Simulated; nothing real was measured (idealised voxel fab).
process module | voxel capacitor over wiring
We display cut, a cross-section 150 nm in width whose square cells are each 5 nm.
Heads up, the way a cross-section reads in here is a grid of square cells, handed over as bands from the top down, with every band being one or more rows of cells.
Band: top height; bottom height; in nm. Then, left to right: material with width in nm, for each material. "full width": a single material spanning edge to edge. "blank": empty space.
Measure heights from 0. That's the level where, below it, the as-received wafer is all one material. The lowest band is bottomless and extends downward; write it as in "0 and below".
A two-number width, for instance "30..40", indicates that the width is equal to the first number in the top row of the band and to the second number in the bottom row, and that it changes by a constant amount per row of cells.
"nothing was modified" means the step left every cell of the cross-section as it was.
In the "Catalogued sealed voids" entry, you get each enclosed empty space of 8 cells or more, one with no open way to the top, written width x height at distance, distance from the left edge, in nm.
Note: text after step settings on the step line = simulator remark on that step.
"overlay nm" on a masked step: distance the mask lay right of its planned place, negative for left.
Process steps - plan
1) RECEIVE with material Si
2) CONFORMAL_DEP with material SiO2, thk nm 10
3) DIRECTIONAL_DEP with material TiN, thk nm 5
4) DIRECTIONAL_DEP with material W, thk nm 15
5) MASKED_ETCH with tone cover, mask id METAL_1, width nm 30, pitch nm 90, etch materials W, depth nm 15, overlay nm 0
6) MASKED_ETCH with tone cover, mask id METAL_1, width nm 30, pitch nm 90, etch materials TiN, depth nm 5, overlay nm 0
7) CONFORMAL_DEP with material SiCN, thk nm 5
8) FILL_DEP with material lowk, thk nm 5
9) CMP with height nm 30
10) CONFORMAL_DEP with material SiCN, thk nm 5
11) DIRECTIONAL_DEP with material lowk, thk nm 15
12) MASKED_ETCH with tone open, mask id PLUG_1, width nm 15, etch materials lowk, depth nm 15, overlay nm 0
13) MASKED_ETCH with tone open, mask id PLUG_1, width nm 15, etch materials SiCN, depth nm 5, overlay nm 0
14) EPI with material Ru, thk nm 10
15) EPI with material Ru, thk nm 10
16) DIRECTIONAL_DEP with material TiN, thk nm 10
17) DIRECTIONAL_DEP with material SiN, thk nm 5
18) DIRECTIONAL_DEP with material TiN, thk nm 10
19) DIRECTIONAL_DEP with material aC, thk nm 15
20) PATTERN with tone cover, mask id UPPER_PLATE, material resist, width nm 65, thk nm 35, overlay nm 0
21) DIRECTIONAL_ETCH with etch materials aC, depth nm 15
22) STRIP with etch materials resist
23) DIRECTIONAL_ETCH with etch materials TiN, depth nm 10
24) DIRECTIONAL_ETCH with etch materials SiN, depth nm 5
25) STRIP with etch materials aC
26) DIRECTIONAL_DEP with material aC, thk nm 15
27) PATTERN with tone cover, mask id LOWER_PLATE, material resist, width nm 75, thk nm 35, overlay nm 0
28) DIRECTIONAL_ETCH with etch materials aC, depth nm 15
29) STRIP with etch materials resist
30) DIRECTIONAL_ETCH with etch materials TiN, depth nm 10
31) STRIP with etch materials aC
32) FILL_DEP with material SiO2, thk nm 15
33) CMP with height nm 85
34) PATTERN with tone open, mask id PLUG_2, material resist, width nm 15, thk nm 20, overlay nm 0
35) DIRECTIONAL_ETCH with etch materials SiO2, depth nm 10
36) STRIP with etch materials resist
37) CONFORMAL_DEP with material TiN, thk nm 5
38) FILL_DEP with material Cu, thk nm 10
39) CMP with height nm 85
40) CONFORMAL_DEP with material SiCN, thk nm 5
The first of a set of two wafers, run to plan
As-received state of the wafer in cross-section, equivalent to post-step 1
> 0 and below | Si full width
> Catalogued sealed voids: none
Once step 2 is through, the wafer looks like this in cross-section
> 10 down to 0 | SiO2 full width
> Everything under 0 stays put, no change at all.
Once step 3 is through, the wafer looks like this in cross-section
> 15 down to 10 | TiN full width
> Everything under 10 stays put, no change at all.
Once step 4 is through, the wafer looks like this in cross-section
> 30 down to 15 | W full width
> Everything under 15 stays put, no change at all.
Once step 5 is through, the wafer looks like this in cross-section
> 30 down to 15 | blank: 15  W: 30  blank: 60  W: 30  blank: 15
> Everything under 15 stays put, no change at all.
Once step 6 is through, the wafer looks like this in cross-section
> 30 down to 15 | blank: 15  W: 30  blank: 60  W: 30  blank: 15
> 15 down to 10 | blank: 15  TiN: 30  blank: 60  TiN: 30  blank: 15
> Everything under 10 stays put, no change at all.
Once step 7 is through, the wafer looks like this in cross-section
> 35 down to 30 | blank: 10  SiCN: 40  blank: 50  SiCN: 40  blank: 10
> 30 down to 15 | blank: 10  SiCN: 5  W: 30  SiCN: 5  blank: 50  SiCN: 5  W: 30  SiCN: 5  blank: 10
> 15 down to 10 | SiCN: 15  TiN: 30  SiCN: 60  TiN: 30  SiCN: 15
> Everything under 10 stays put, no change at all.
Once step 8 is through, the wafer looks like this in cross-section
> 40 down to 35 | lowk full width
> 35 down to 30 | lowk: 10  SiCN: 40  lowk: 50  SiCN: 40  lowk: 10
> 30 down to 15 | lowk: 10  SiCN: 5  W: 30  SiCN: 5  lowk: 50  SiCN: 5  W: 30  SiCN: 5  lowk: 10
> Everything under 15 stays put, no change at all.
Once step 9 is through, the wafer looks like this in cross-section
> 30 down to 15 | lowk: 10  SiCN: 5  W: 30  SiCN: 5  lowk: 50  SiCN: 5  W: 30  SiCN: 5  lowk: 10
> Everything under 15 stays put, no change at all.
Once step 10 is through, the wafer looks like this in cross-section
> 35 down to 30 | SiCN full width
> Everything under 30 stays put, no change at all.
Once step 11 is through, the wafer looks like this in cross-section
> 50 down to 35 | lowk full width
> Everything under 35 stays put, no change at all.
Once step 12 is through, the wafer looks like this in cross-section
> 50 down to 35 | lowk: 30  blank: 15  lowk: 105
> Everything under 35 stays put, no change at all.
Once step 13 is through, the wafer looks like this in cross-section
> 50 down to 35 | lowk: 30  blank: 15  lowk: 105
> 35 down to 30 | SiCN: 30  blank: 15  SiCN: 105
> Everything under 30 stays put, no change at all.
Once step 14 is through, the wafer looks like this in cross-section
> 50 down to 40 | lowk: 30  blank: 15  lowk: 105
> 40 down to 35 | lowk: 30  Ru: 15  lowk: 105
> 35 down to 30 | SiCN: 30  Ru: 15  SiCN: 105
> Everything under 30 stays put, no change at all.
Once step 15 is through, the wafer looks like this in cross-section
> 50 down to 35 | lowk: 30  Ru: 15  lowk: 105
> Everything under 35 stays put, no change at all.
Once step 16 is through, the wafer looks like this in cross-section
> 60 down to 50 | TiN full width
> Everything under 50 stays put, no change at all.
Once step 17 is through, the wafer looks like this in cross-section
> 65 down to 60 | SiN full width
> Everything under 60 stays put, no change at all.
Once step 18 is through, the wafer looks like this in cross-section
> 75 down to 65 | TiN full width
> Everything under 65 stays put, no change at all.
Once step 19 is through, the wafer looks like this in cross-section
> 90 down to 75 | aC full width
> Everything under 75 stays put, no change at all.
Once step 20 is through, the wafer looks like this in cross-section
> 125 down to 90 | blank: 30  resist: 65  blank: 55
> Everything under 90 stays put, no change at all.
Once step 21 is through, the wafer looks like this in cross-section
> 110 down to 90 | blank: 30  resist: 65  blank: 55
> 90 down to 75 | blank: 30  aC: 65  blank: 55
> Everything under 75 stays put, no change at all.
Once step 22 is through, the wafer looks like this in cross-section
> 90 down to 75 | blank: 30  aC: 65  blank: 55
> Everything under 75 stays put, no change at all.
Once step 23 is through, the wafer looks like this in cross-section
> 90 down to 75 | blank: 30  aC: 65  blank: 55
> 75 down to 65 | blank: 30  TiN: 65  blank: 55
> Everything under 65 stays put, no change at all.
Once step 24 is through, the wafer looks like this in cross-section
> 90 down to 75 | blank: 30  aC: 65  blank: 55
> 75 down to 65 | blank: 30  TiN: 65  blank: 55
> 65 down to 60 | blank: 30  SiN: 65  blank: 55
> Everything under 60 stays put, no change at all.
Once step 25 is through, the wafer looks like this in cross-section
> 75 down to 65 | blank: 30  TiN: 65  blank: 55
> Everything under 65 stays put, no change at all.
Once step 26 is through, the wafer looks like this in cross-section
> 90 down to 75 | blank: 30  aC: 65  blank: 55
> 75 down to 65 | aC: 30  TiN: 65  aC: 55
> 65 down to 60 | aC: 30  SiN: 65  aC: 55
> Everything under 60 stays put, no change at all.
Once step 27 is through, the wafer looks like this in cross-section
> 125 down to 90 | blank: 25  resist: 75  blank: 50
> 90 down to 75 | blank: 25  resist: 5  aC: 65  resist: 5  blank: 50
> Everything under 75 stays put, no change at all.
Once step 28 is through, the wafer looks like this in cross-section
> 110 down to 90 | blank: 25  resist: 75  blank: 50
> 90 down to 75 | blank: 25  resist: 5  aC: 65  resist: 5  blank: 50
> 75 down to 65 | blank: 25  aC: 5  TiN: 65  aC: 5  blank: 50
> 65 down to 60 | blank: 25  aC: 5  SiN: 65  aC: 5  blank: 50
> Everything under 60 stays put, no change at all.
Once step 29 is through, the wafer looks like this in cross-section
> 90 down to 75 | blank: 30  aC: 65  blank: 55
> Everything under 75 stays put, no change at all.
Once step 30 is through, the wafer looks like this in cross-section
> 90 down to 75 | blank: 30  aC: 65  blank: 55
> 75 down to 65 | blank: 25  aC: 5  TiN: 65  aC: 5  blank: 50
> 65 down to 60 | blank: 25  aC: 5  SiN: 65  aC: 5  blank: 50
> 60 down to 50 | blank: 25  TiN: 75  blank: 50
> Everything under 50 stays put, no change at all.
Once step 31 is through, the wafer looks like this in cross-section
> 75 down to 65 | blank: 30  TiN: 65  blank: 55
> 65 down to 60 | blank: 30  SiN: 65  blank: 55
> Everything under 60 stays put, no change at all.
Once step 32 is through, the wafer looks like this in cross-section
> 90 down to 75 | SiO2 full width
> 75 down to 65 | SiO2: 30  TiN: 65  SiO2: 55
> 65 down to 60 | SiO2: 30  SiN: 65  SiO2: 55
> 60 down to 50 | SiO2: 25  TiN: 75  SiO2: 50
> Everything under 50 stays put, no change at all.
Once step 33 is through, the wafer looks like this in cross-section
> 85 down to 75 | SiO2 full width
> Everything under 75 stays put, no change at all.
Once step 34 is through, the wafer looks like this in cross-section
> 105 down to 85 | resist: 40  blank: 15  resist: 95
> Everything under 85 stays put, no change at all.
Once step 35 is through, the wafer looks like this in cross-section
> 105 down to 85 | resist: 40  blank: 15  resist: 95
> 85 down to 75 | SiO2: 40  blank: 15  SiO2: 95
> Everything under 75 stays put, no change at all.
Once step 36 is through, the wafer looks like this in cross-section
> 85 down to 75 | SiO2: 40  blank: 15  SiO2: 95
> Everything under 75 stays put, no change at all.
Once step 37 is through, the wafer looks like this in cross-section
> 90 down to 85 | TiN: 45  blank: 5  TiN: 100
> 85 down to 80 | SiO2: 40  TiN: 5  blank: 5  TiN: 5  SiO2: 95
> 80 down to 75 | SiO2: 40  TiN: 15  SiO2: 95
> Everything under 75 stays put, no change at all.
Once step 38 is through, the wafer looks like this in cross-section
> 100 down to 90 | Cu full width
> 90 down to 85 | TiN: 45  Cu: 5  TiN: 100
> 85 down to 80 | SiO2: 40  TiN: 5  Cu: 5  TiN: 5  SiO2: 95
> Everything under 80 stays put, no change at all.
Once step 39 is through, the wafer looks like this in cross-section
> 85 down to 80 | SiO2: 40  TiN: 5  Cu: 5  TiN: 5  SiO2: 95
> Everything under 80 stays put, no change at all.
Once step 40 is through, the wafer looks like this in cross-section
> 90 down to 85 | SiCN full width
> Everything under 85 stays put, no change at all.
Second Wafer (Identical Start and Plan, One Processing Error; Matches First Wafer Through Step 19)
Cross-sectional view of the second wafer at the intended end time of process step 20
> 125 down to 90 | blank: 40  resist: 65  blank: 45
> Everything under 90 stays put, no change at all.
Cross-sectional view of the second wafer at the intended end time of process step 21
> 110 down to 90 | blank: 40  resist: 65  blank: 45
> 90 down to 75 | blank: 40  aC: 65  blank: 45
> Everything under 75 stays put, no change at all.
Cross-sectional view of the second wafer at the intended end time of process step 22
> 90 down to 75 | blank: 40  aC: 65  blank: 45
> Everything under 75 stays put, no change at all.
Cross-sectional view of the second wafer at the intended end time of process step 23
> 90 down to 75 | blank: 40  aC: 65  blank: 45
> 75 down to 65 | blank: 40  TiN: 65  blank: 45
> Everything under 65 stays put, no change at all.
Cross-sectional view of the second wafer at the intended end time of process step 24
> 90 down to 75 | blank: 40  aC: 65  blank: 45
> 75 down to 65 | blank: 40  TiN: 65  blank: 45
> 65 down to 60 | blank: 40  SiN: 65  blank: 45
> Everything under 60 stays put, no change at all.
Cross-sectional view of the second wafer at the intended end time of process step 25
> 75 down to 65 | blank: 40  TiN: 65  blank: 45
> Everything under 65 stays put, no change at all.
Cross-sectional view of the second wafer at the intended end time of process step 26
> 90 down to 75 | blank: 40  aC: 65  blank: 45
> 75 down to 65 | aC: 40  TiN: 65  aC: 45
> 65 down to 60 | aC: 40  SiN: 65  aC: 45
> Everything under 60 stays put, no change at all.
Cross-sectional view of the second wafer at the intended end time of process step 27
> 125 down to 90 | blank: 25  resist: 75  blank: 50
> 90 down to 75 | blank: 25  resist: 15  aC: 65  blank: 45
> Everything under 75 stays put, no change at all.
Cross-sectional view of the second wafer at the intended end time of process step 28
> 110 down to 90 | blank: 25  resist: 75  blank: 50
> 90 down to 75 | blank: 25  resist: 15  aC: 60  blank: 50
> 75 down to 65 | blank: 25  aC: 15  TiN: 65  blank: 45
> 65 down to 60 | blank: 25  aC: 15  SiN: 65  blank: 45
> Everything under 60 stays put, no change at all.
Cross-sectional view of the second wafer at the intended end time of process step 29
> 90 down to 75 | blank: 40  aC: 60  blank: 50
> Everything under 75 stays put, no change at all.
Cross-sectional view of the second wafer at the intended end time of process step 30
> 90 down to 75 | blank: 40  aC: 60  blank: 50
> 75 down to 65 | blank: 25  aC: 15  TiN: 60  blank: 50
> 65 down to 60 | blank: 25  aC: 15  SiN: 65  blank: 45
> 60 down to 50 | blank: 25  TiN: 80  blank: 45
> Everything under 50 stays put, no change at all.
Cross-sectional view of the second wafer at the intended end time of process step 31
> 75 down to 65 | blank: 40  TiN: 60  blank: 50
> 65 down to 60 | blank: 40  SiN: 65  blank: 45
> Everything under 60 stays put, no change at all.
Cross-sectional view of the second wafer at the intended end time of process step 32
> 90 down to 75 | SiO2 full width
> 75 down to 65 | SiO2: 40  TiN: 60  SiO2: 50
> 65 down to 60 | SiO2: 40  SiN: 65  SiO2: 45
> 60 down to 50 | SiO2: 25  TiN: 80  SiO2: 45
> Everything under 50 stays put, no change at all.
Cross-sectional view of the second wafer at the intended end time of process step 33
> 85 down to 75 | SiO2 full width
> Everything under 75 stays put, no change at all.
Cross-sectional view of the second wafer at the intended end time of process step 34
> 105 down to 85 | resist: 40  blank: 15  resist: 95
> Everything under 85 stays put, no change at all.
Cross-sectional view of the second wafer at the intended end time of process step 35
> 105 down to 85 | resist: 40  blank: 15  resist: 95
> 85 down to 75 | SiO2: 40  blank: 15  SiO2: 95
> Everything under 75 stays put, no change at all.
Cross-sectional view of the second wafer at the intended end time of process step 36
> 85 down to 75 | SiO2: 40  blank: 15  SiO2: 95
> Everything under 75 stays put, no change at all.
Cross-sectional view of the second wafer at the intended end time of process step 37
> 90 down to 85 | TiN: 45  blank: 5  TiN: 100
> 85 down to 80 | SiO2: 40  TiN: 5  blank: 5  TiN: 5  SiO2: 95
> 80 down to 75 | SiO2: 40  TiN: 15  SiO2: 95
> Everything under 75 stays put, no change at all.
Cross-sectional view of the second wafer at the intended end time of process step 38
> 100 down to 90 | Cu full width
> 90 down to 85 | TiN: 45  Cu: 5  TiN: 100
> 85 down to 80 | SiO2: 40  TiN: 5  Cu: 5  TiN: 5  SiO2: 95
> Everything under 80 stays put, no change at all.
Cross-sectional view of the second wafer at the intended end time of process step 39
> 85 down to 80 | SiO2: 40  TiN: 5  Cu: 5  TiN: 5  SiO2: 95
> Everything under 80 stays put, no change at all.
Cross-sectional view of the second wafer at the intended end time of process step 40
> 90 down to 85 | SiCN full width
> Everything under 85 stays put, no change at all.
Here's what went sideways: step 20: run off-plan, actual operation and settings PATTERN with tone cover, mask id UPPER_PLATE, material resist, width nm 65, thk nm 35, overlay nm 10
The two final wafers agree on how many cells each material fills and disagree on which cells those are.
